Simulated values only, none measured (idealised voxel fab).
Process module heading - voxel tone inversion
cross-section cut | 180 nm wide | cells 5 nm
How to read a cross-section here: the picture is a grid of square cells, written as bands going from the top down, and any band can span one or more rows of cells. Within each band entry, the heights of the top and of the bottom of the band appear first, in that order and in nm; the materials of the band then follow from left to right, each with its corresponding width in nm. The designation "edge to edge" on a single material indicates that it fills the band from edge to edge; the designation "empty" indicates empty space. Ref level 0: as-received wafer is one material below here. Bottom band extends down with no lower bound ("0 nm and below"). A width given as "30..40" starts at the first number in the band's top row and ends at the second number in its bottom row, shifting by an equal amount at every step from row to row. Where the words "all unchanged" appear for a step, the cross-section shows no cell changed by that step; every cell remained as before. "Enclosed cavities" - sealed voids, min. 8 cells, no opening to top; format: width x height at distance (distance from left edge; nm throughout). What comes after the settings on a step's line is commentary from the simulator itself on that step. Each step line may optionally specify "overlay nm", which for a step with a mask gives the rightward distance between the mask's planned place and where it lay, a negative value indicating the leftward direction.

## List of planned process steps
1,RECEIVE, material Si
2,CONFORMAL_DEP, material SiCN, thk nm 5
3,DIRECTIONAL_DEP, material aC, thk nm 15
4,PATTERN, tone cover, mask id POSTS, material resist, width nm 15, pitch nm 45, thk nm 25, overlay nm 0
5,DIRECTIONAL_ETCH, etch materials aC, depth nm 15
6,STRIP, etch materials resist
7,FILL_DEP, material SiO2, thk nm 10
8,CMP, height nm 20
9,STRIP, etch materials aC

## As received (post step 1): cross-section
- 0 nm and below | Si edge to edge
- Enclosed cavities: none

## First of two wafers: cross-section at end of module, run per plan
- 20 nm to 5 nm | SiO2 60 nm, then empty 15 nm, then SiO2 30 nm, then empty 15 nm, then SiO2 60 nm
- 5 nm to 0 nm | SiCN edge to edge
- 0 nm and below | Si edge to edge
- Enclosed cavities: none

## This cross-section belongs to the second wafer of two at the end of the module; the start and the plan were shared with the first, and the run included one mistake
- 20 nm to 5 nm | SiO2 60 nm, then empty 20 nm, then SiO2 25 nm, then empty 20 nm, then SiO2 55 nm
- 5 nm to 0 nm | SiCN edge to edge
- 0 nm and below | Si edge to edge
- Enclosed cavities: none
What went wrong in running the wafer? for step 4, the planned setting was not used; the step was instead run as PATTERN, tone cover, mask id POSTS, material resist, width nm 20, pitch nm 45, thk nm 25, overlay nm 0
The second wafer ends with more or fewer cells of some materials than the first, per final count: SiO2 -6
